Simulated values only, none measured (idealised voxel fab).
The following process module bears the name voxel trench capacitor.
The figure presents cross-section cut, which has a width of 205 nm and is divided into square cells with an edge length of 5 nm.
Square cells in a grid make up a cross-section in this document, and the grid is given as bands, listed from the top down, each one or more rows of cells.
First you get the band's top height and its bottom height, in nm, and then the materials it's made of, left to right, with each width in nm. If you see a single material with "throughout", that one covers the band edge to edge. "air" is empty space.
Zero point of the height axis is 0; under it, received wafer = one material. Lowest band: continues down indefinitely, "0 nm and below".
Width "30 to 40": first value at the band's top row of cells, second value at its bottom row, equal change from row to row.
A step reported as "no modification" is a step in which no cell of the cross-section changed.
Empty spaces counting at least 8 cells and having no open way to the top are listed in "Enclosed void entries". The notation width x height at distance is used for each, the distance being from the left edge and all three values in nm.
Text after the settings on a step's line: the simulator's own remark on that step.
The optional step-line setting "overlay nm" applies to steps with a mask and quantifies how far to the right of its planned location the mask lay, a negative value indicating leftward placement.

[Process steps - plan]
- 1: RECEIVE with material Si
- 2: CONFORMAL_DEP with material SiN, thk nm 10
- 3: DIRECTIONAL_DEP with material aC, thk nm 10
- 4: PATTERN with tone open, mask id TRENCH, material resist, width nm 15, pitch nm 45, thk nm 25, overlay nm 0
- 5: DIRECTIONAL_ETCH with etch materials aC, depth nm 10
- 6: STRIP with etch materials resist
- 7: DIRECTIONAL_ETCH with etch materials SiN, depth nm 10
- 8: DIRECTIONAL_ETCH with etch materials Si, depth nm 40
- 9: STRIP with etch materials aC
- 10: CONFORMAL_DEP with material Al2O3, thk nm 5
- 11: FILL_DEP with material polySi, thk nm 5
- 12: CMP with height nm 10

[The first of the two wafers, which ran as planned]

[Cross-section of the wafer as it came to us, i.e., already through step 1]
- 0 nm and below  Si throughout
- Enclosed void entries: none

[The following cross-section depicts the wafer upon completion of step 2]
- 10 nm to 0 nm  SiN throughout
- Note: structure below 0 unchanged.

[The following cross-section depicts the wafer upon completion of step 3]
- 20 nm to 10 nm  aC throughout
- Note: structure below 10 unchanged.

[The following cross-section depicts the wafer upon completion of step 4]
- 45 nm to 20 nm  resist (50), air (15), resist (30), air (15), resist (30), air (15), resist (50)
- Note: structure below 20 unchanged.

[The following cross-section depicts the wafer upon completion of step 5]
- 35 nm to 20 nm  resist (50), air (15), resist (30), air (15), resist (30), air (15), resist (50)
- 20 nm to 10 nm  aC (50), air (15), aC (30), air (15), aC (30), air (15), aC (50)
- Note: structure below 10 unchanged.

[The following cross-section depicts the wafer upon completion of step 6]
- 20 nm to 10 nm  aC (50), air (15), aC (30), air (15), aC (30), air (15), aC (50)
- Note: structure below 10 unchanged.

[The following cross-section depicts the wafer upon completion of step 7]
- 20 nm to 10 nm  aC (50), air (15), aC (30), air (15), aC (30), air (15), aC (50)
- 10 nm to 0 nm  SiN (50), air (15), SiN (30), air (15), SiN (30), air (15), SiN (50)
- Note: structure below 0 unchanged.

[The following cross-section depicts the wafer upon completion of step 8]
- 20 nm to 10 nm  aC (50), air (15), aC (30), air (15), aC (30), air (15), aC (50)
- 10 nm to 0 nm  SiN (50), air (15), SiN (30), air (15), SiN (30), air (15), SiN (50)
- 0 nm to -40 nm  Si (50), air (15), Si (30), air (15), Si (30), air (15), Si (50)
- Note: structure below -40 unchanged.

[The following cross-section depicts the wafer upon completion of step 9]
- 10 nm to 0 nm  SiN (50), air (15), SiN (30), air (15), SiN (30), air (15), SiN (50)
- Note: structure below 0 unchanged.

[The following cross-section depicts the wafer upon completion of step 10]
- 15 nm to 10 nm  Al2O3 (55), air (5), Al2O3 (40), air (5), Al2O3 (40), air (5), Al2O3 (55)
- 10 nm to 0 nm  SiN (50), Al2O3 (5), air (5), Al2O3 (5), SiN (30), Al2O3 (5), air (5), Al2O3 (5), SiN (30), Al2O3 (5), air (5), Al2O3 (5), SiN (50)
- 0 nm to -35 nm  Si (50), Al2O3 (5), air (5), Al2O3 (5), Si (30), Al2O3 (5), air (5), Al2O3 (5), Si (30), Al2O3 (5), air (5), Al2O3 (5), Si (50)
- -35 nm to -40 nm  Si (50), Al2O3 (15), Si (30), Al2O3 (15), Si (30), Al2O3 (15), Si (50)
- Note: structure below -40 unchanged.

[The following cross-section depicts the wafer upon completion of step 11]
- 20 nm to 15 nm  polySi throughout
- 15 nm to 10 nm  Al2O3 (55), polySi (5), Al2O3 (40), polySi (5), Al2O3 (40), polySi (5), Al2O3 (55)
- 10 nm to 0 nm  SiN (50), Al2O3 (5), polySi (5), Al2O3 (5), SiN (30), Al2O3 (5), polySi (5), Al2O3 (5), SiN (30), Al2O3 (5), polySi (5), Al2O3 (5), SiN (50)
- 0 nm to -35 nm  Si (50), Al2O3 (5), polySi (5), Al2O3 (5), Si (30), Al2O3 (5), polySi (5), Al2O3 (5), Si (30), Al2O3 (5), polySi (5), Al2O3 (5), Si (50)
- Note: structure below -35 unchanged.

[The following cross-section depicts the wafer upon completion of step 12]
- 10 nm to 0 nm  SiN (50), Al2O3 (5), polySi (5), Al2O3 (5), SiN (30), Al2O3 (5), polySi (5), Al2O3 (5), SiN (30), Al2O3 (5), polySi (5), Al2O3 (5), SiN (50)
- Note: structure below 0 unchanged.

[What follows concerns the second wafer, which started out like the first and was meant to follow the very same plan; one mistake crept in when it was run, but everything up to and including step 3 is the same as for the first wafer]

[Cross-section, second wafer, at the end time the plan gives for step 4]
- 45 nm to 20 nm  air (50), resist (15), air (30), resist (15), air (30), resist (15), air (50)
- Note: structure below 20 unchanged.

[Cross-section, second wafer, at the end time the plan gives for step 5]
- 35 nm to 20 nm  air (50), resist (15), air (30), resist (15), air (30), resist (15), air (50)
- 20 nm to 10 nm  air (50), aC (15), air (30), aC (15), air (30), aC (15), air (50)
- Note: structure below 10 unchanged.

[Cross-section, second wafer, at the end time the plan gives for step 6]
- 20 nm to 10 nm  air (50), aC (15), air (30), aC (15), air (30), aC (15), air (50)
- Note: structure below 10 unchanged.

[Cross-section, second wafer, at the end time the plan gives for step 7]
- 20 nm to 10 nm  air (50), aC (15), air (30), aC (15), air (30), aC (15), air (50)
- 10 nm to 0 nm  air (50), SiN (15), air (30), SiN (15), air (30), SiN (15), air (50)
- Note: structure below 0 unchanged.

[Cross-section, second wafer, at the end time the plan gives for step 8]
- 20 nm to 10 nm  air (50), aC (15), air (30), aC (15), air (30), aC (15), air (50)
- 10 nm to 0 nm  air (50), SiN (15), air (30), SiN (15), air (30), SiN (15), air (50)
- 0 nm to -40 nm  air (50), Si (15), air (30), Si (15), air (30), Si (15), air (50)
- Note: structure below -40 unchanged.

[Cross-section, second wafer, at the end time the plan gives for step 9]
- 10 nm to 0 nm  air (50), SiN (15), air (30), SiN (15), air (30), SiN (15), air (50)
- Note: structure below 0 unchanged.

[Cross-section, second wafer, at the end time the plan gives for step 10]
- 15 nm to 10 nm  air (45), Al2O3 (25), air (20), Al2O3 (25), air (20), Al2O3 (25), air (45)
- 10 nm to 0 nm  air (45), Al2O3 (5), SiN (15), Al2O3 (5), air (20), Al2O3 (5), SiN (15), Al2O3 (5), air (20), Al2O3 (5), SiN (15), Al2O3 (5), air (45)
- 0 nm to -35 nm  air (45), Al2O3 (5), Si (15), Al2O3 (5), air (20), Al2O3 (5), Si (15), Al2O3 (5), air (20), Al2O3 (5), Si (15), Al2O3 (5), air (45)
- -35 nm to -40 nm  Al2O3 (50), Si (15), Al2O3 (30), Si (15), Al2O3 (30), Si (15), Al2O3 (50)
- Note: structure below -40 unchanged.

[Cross-section, second wafer, at the end time the plan gives for step 11]
- 20 nm to 15 nm  polySi throughout
- 15 nm to 10 nm  polySi (45), Al2O3 (25), polySi (20), Al2O3 (25), polySi (20), Al2O3 (25), polySi (45)
- 10 nm to 0 nm  polySi (45), Al2O3 (5), SiN (15), Al2O3 (5), polySi (20), Al2O3 (5), SiN (15), Al2O3 (5), polySi (20), Al2O3 (5), SiN (15), Al2O3 (5), polySi (45)
- 0 nm to -35 nm  polySi (45), Al2O3 (5), Si (15), Al2O3 (5), polySi (20), Al2O3 (5), Si (15), Al2O3 (5), polySi (20), Al2O3 (5), Si (15), Al2O3 (5), polySi (45)
- Note: structure below -35 unchanged.

[Cross-section, second wafer, at the end time the plan gives for step 12]
- 10 nm to 0 nm  polySi (45), Al2O3 (5), SiN (15), Al2O3 (5), polySi (20), Al2O3 (5), SiN (15), Al2O3 (5), polySi (20), Al2O3 (5), SiN (15), Al2O3 (5), polySi (45)
- Note: structure below 0 unchanged.
What was done differently from what was planned? step 4 did not use the planned setting and instead ran as PATTERN with tone cover, mask id TRENCH, material resist, width nm 15, pitch nm 45, thk nm 25, overlay nm 0
Per the end-of-run cell counts, the second wafer holds more or fewer of some materials than the first: Al2O3 +23, Si -184, SiN -46, polySi +207
